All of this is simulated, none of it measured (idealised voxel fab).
The process module presented herein is designated voxel lift off.
cross-section cut | 225 nm wide | cells 5 nm
Cross-section layout: square cells on a grid; listed as bands, top to bottom; a band spans one or more cell rows.
The entry gives the band's vertical extent as a top height and a bottom height in nm, then its horizontal make-up as materials from left to right, each with a width in nm. "blank" stands for empty space; a single material marked "edge to edge" fills the band edge to edge.
Height 0 is the level under which the wafer as received is all one material. The lowest band goes on downwards, as in "from 0 down".
A two-number width, for instance "30->40", indicates that the width is equal to the first number in the top row of the band and to the second number in the bottom row, and that it changes by a constant amount per row of cells.
A step reported as "nothing altered" is a step in which no cell of the cross-section changed.
The label "Fully sealed voids" introduces a list of the empty spaces, 8 cells or larger, that have no open way up to the top; each entry in it reads width x height at distance, where the distance is taken from the left edge and all three are stated in nm.
after a step's settings: what the simulator itself notes on the step
"overlay nm", when on a step's line for a step with a mask, measures how far to the right of its planned place the mask lay; a negative measure means to the left.

### The process steps that were planned are listed below
- 1: RECEIVE with material Si
- 2: CONFORMAL_DEP with material Al2O3, thk nm 15
- 3: PATTERN with tone open, mask id LINES, material resist, width nm 25, pitch nm 40, thk nm 25, overlay nm 0
- 4: DIRECTIONAL_DEP with material Ru, thk nm 15
- 5: STRIP with etch materials resist
- 6: CONFORMAL_DEP with material SiN, thk nm 5

### First wafer out of two, processed as planned

### Wafer cross-section on receipt, i.e. after step 1
  from 0 down: Si edge to edge
  Fully sealed voids: none

### Wafer section view after processing step 2
  from 15 to 0: Al2O3 edge to edge
  Below 0, no change.

### Wafer section view after processing step 3
  from 40 to 15: resist 80, blank 25, resist 15, blank 25, resist 80
  Below 15, no change.

### Wafer section view after processing step 4
  from 55 to 40: Ru 80, blank 25, Ru 15, blank 25, Ru 80
  from 40 to 30: resist 80, blank 25, resist 15, blank 25, resist 80
  from 30 to 15: resist 80, Ru 25, resist 15, Ru 25, resist 80
  Below 15, no change.

### Wafer section view after processing step 5
  from 30 to 15: blank 80, Ru 25, blank 15, Ru 25, blank 80
  Below 15, no change.

### Wafer section view after processing step 6
  from 35 to 30: blank 75, SiN 35, blank 5, SiN 35, blank 75
  from 30 to 20: blank 75, SiN 5, Ru 25, SiN 5, blank 5, SiN 5, Ru 25, SiN 5, blank 75
  from 20 to 15: SiN 80, Ru 25, SiN 15, Ru 25, SiN 80
  Below 15, no change.

### Regarding the second of the two wafers: it shared the first wafer's starting condition and process plan, yet one error occurred during its execution. Its history coincides with that of the first wafer up to and including step 2

### The second wafer in cross-section, at the planned close of step 3
  from 40 to 15: resist 85, blank 15, resist 25, blank 15, resist 85
  Below 15, no change.

### The second wafer in cross-section, at the planned close of step 4
  from 55 to 40: Ru 85, blank 15, Ru 25, blank 15, Ru 85
  from 40 to 30: resist 85, blank 15, resist 25, blank 15, resist 85
  from 30 to 15: resist 85, Ru 15, resist 25, Ru 15, resist 85
  Below 15, no change.

### The second wafer in cross-section, at the planned close of step 5
  from 30 to 15: blank 85, Ru 15, blank 25, Ru 15, blank 85
  Below 15, no change.

### The second wafer in cross-section, at the planned close of step 6
  from 35 to 30: blank 80, SiN 25, blank 15, SiN 25, blank 80
  from 30 to 20: blank 80, SiN 5, Ru 15, SiN 5, blank 15, SiN 5, Ru 15, SiN 5, blank 80
  from 20 to 15: SiN 85, Ru 15, SiN 25, Ru 15, SiN 85
  Below 15, no change.
So what did we get wrong on this run? it should be noted that step 3 was executed with settings other than those planned, the operation and settings actually applied being PATTERN with tone open, mask id LINES, material resist, width nm 15, pitch nm 40, thk nm 25, overlay nm 0
Materials where the second wafer ends with more or fewer cells than the first: 12 fewer of Ru
